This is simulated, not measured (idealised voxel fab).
process module | voxel transistor to metal
cross-section cut | 165 nm wide | cells 5 nm
A cross-section is a grid of square cells, given in bands from the top down. A band is one or more rows of cells.
Each band's line starts with the height of the band's top and of its bottom, in nm. Then come its materials from left to right, each with its width in nm. One material with "throughout" fills the band from edge to edge. "air" is empty space.
Height 0 is the level under which the wafer as received is all one material. The lowest band goes on downwards, as in "0 down".
A width such as "30 to 40" changes by the same amount from each row of cells to the next, from the band's top row to its bottom row.
"no change" after a step means that no cell of the cross-section changed.
closed voids: empty space of 8 cells or more with no open way to the top, each as width x height at its distance from the left edge, in nm
after a step's settings: what the simulator itself notes on the step
overlay nm, on a step with a mask: how far to the right of its planned place the mask lay; to the left if negative
plan
1 op RECEIVE | material Si
2 op CONFORMAL_DEP | material SiO2 | thk nm 5
3 op CONFORMAL_DEP | material SiN | thk nm 10
4 op MASKED_ETCH | tone cover | mask id ACTIVE | width nm 105 | etch materials SiN | depth nm 10 | overlay nm 0
5 op MASKED_ETCH | tone cover | mask id ACTIVE | width nm 105 | etch materials SiO2 | depth nm 5 | overlay nm 0
6 op MASKED_ETCH | tone cover | mask id ACTIVE | width nm 105 | etch materials Si | depth nm 30 | overlay nm 0
7 op FILL_DEP | material SiO2 | thk nm 5
8 op CMP | height nm 15
9 op SELECTIVE_ETCH | etch materials SiO2 | depth nm 10
10 op STRIP | etch materials SiN
11 op SELECTIVE_ETCH | etch materials SiO2 | depth nm 5
12 op OXIDIZE | depth nm 5
13 op DIRECTIONAL_DEP | material polySi | thk nm 25
14 op DIRECTIONAL_DEP | material SiCN | thk nm 15
15 op PATTERN | tone cover | mask id GATE | material resist | width nm 15 | thk nm 20 | overlay nm 0
16 op DIRECTIONAL_ETCH | etch materials SiCN | depth nm 25
17 op DIRECTIONAL_ETCH | etch materials polySi | depth nm 35
18 op STRIP | etch materials resist
19 op CONFORMAL_DEP | material SiO2 | thk nm 5
20 op DIRECTIONAL_ETCH | etch materials SiO2 | depth nm 5
21 op CONFORMAL_DEP | material SiN | thk nm 5
22 op DIRECTIONAL_ETCH | etch materials SiN | depth nm 5
23 op DIRECTIONAL_ETCH | etch materials SiO2 | depth nm 5
24 op DIRECTIONAL_ETCH | etch materials Si | depth nm 10
25 op EPI | material pSi | thk nm 15
26 op FILL_DEP | material SiO2 | thk nm 5
27 op CMP | height nm 40
28 op DIRECTIONAL_DEP | material SiO2 | thk nm 10
29 op DIRECTIONAL_DEP | material aC | thk nm 10
30 op PATTERN | tone open | mask id CONTACT | material resist | width nm 30 | pitch nm 55 | thk nm 25 | overlay nm 0
31 op DIRECTIONAL_ETCH | etch materials aC | depth nm 10
32 op STRIP | etch materials resist
33 op DIRECTIONAL_ETCH | etch materials SiO2 | depth nm 50
34 op STRIP | etch materials aC
35 op CONFORMAL_DEP | material TiN | thk nm 5
36 op FILL_DEP | material W | thk nm 10
37 op CMP | height nm 50
38 op DIRECTIONAL_DEP | material TiN | thk nm 5
39 op DIRECTIONAL_DEP | material W | thk nm 20
40 op MASKED_ETCH | tone cover | mask id METAL_1 | width nm 15 | pitch nm 70 | etch materials W | depth nm 20 | overlay nm 0
41 op MASKED_ETCH | tone cover | mask id METAL_1 | width nm 15 | pitch nm 70 | etch materials TiN | depth nm 5 | overlay nm 0
42 op FILL_DEP | material lowk | thk nm 10
43 op CMP | height nm 75
44 op CONFORMAL_DEP | material SiCN | thk nm 5
45 op DIRECTIONAL_DEP | material lowk | thk nm 25
46 op MASKED_ETCH | tone open | mask id METAL_2 | width nm 15 | pitch nm 70 | etch materials lowk | depth nm 15 | overlay nm 0
47 op MASKED_ETCH | tone open | mask id METAL_2_HOLES | width nm 15 | pitch nm 70 | etch materials lowk | depth nm 10 | overlay nm 0
48 op MASKED_ETCH | tone open | mask id METAL_2_HOLES | width nm 15 | pitch nm 70 | etch materials SiCN | depth nm 5 | overlay nm 0
49 op CONFORMAL_DEP | material TiN | thk nm 5
50 op FILL_DEP | material Cu | thk nm 10
51 op CMP | height nm 105
52 op CONFORMAL_DEP | material SiCN | thk nm 5
as received, after step 1
  0 down: Si throughout
  closed voids: none
a wafer at the end: this start, this plan, one mistake
  110 to 105: SiCN throughout
  105 to 80: lowk throughout
  80 to 75: SiCN throughout
  75 to 55: lowk 40 | W 15 | lowk 55 | W 15 | lowk 40
  55 to 50: lowk 40 | TiN 15 | lowk 55 | TiN 15 | lowk 40
  50 to 40: SiO2 40 | TiN 5 | W 20 to 15 | TiN 5 to 10 | SiO2 25 | TiN 5 to 10 | W 20 to 15 | TiN 5 | SiO2 40
  40 to 25: SiO2 40 | TiN 5 | W 15 | TiN 5 | SiN 5 | SiO2 5 | SiCN 15 | SiO2 5 | SiN 5 | TiN 5 | W 15 | TiN 5 | SiO2 40
  25 to 15: SiO2 40 | TiN 5 | W 15 | TiN 5 | SiN 5 | SiO2 5 | polySi 15 | SiO2 5 | SiN 5 | TiN 5 | W 15 | TiN 5 | SiO2 40
  15 to 10: SiO2 40 | TiN 25 | SiN 5 | SiO2 5 | polySi 15 | SiO2 5 | SiN 5 | TiN 25 | SiO2 40
  10 to 0: SiO2 40 | TiN 10 | pSi 15 | SiN 5 | SiO2 5 | polySi 15 | SiO2 5 | SiN 5 | pSi 15 | TiN 10 | SiO2 40
  0 to -5: SiO2 25 | pSi 40 | SiO2 35 | pSi 40 | SiO2 25
  -5 to -15: SiO2 30 | pSi 35 | Si 35 | pSi 35 | SiO2 30
  -15 to -30: SiO2 30 | Si 105 | SiO2 30
  -30 down: Si throughout
  closed voids: none
what went wrong: step 45 was run twice
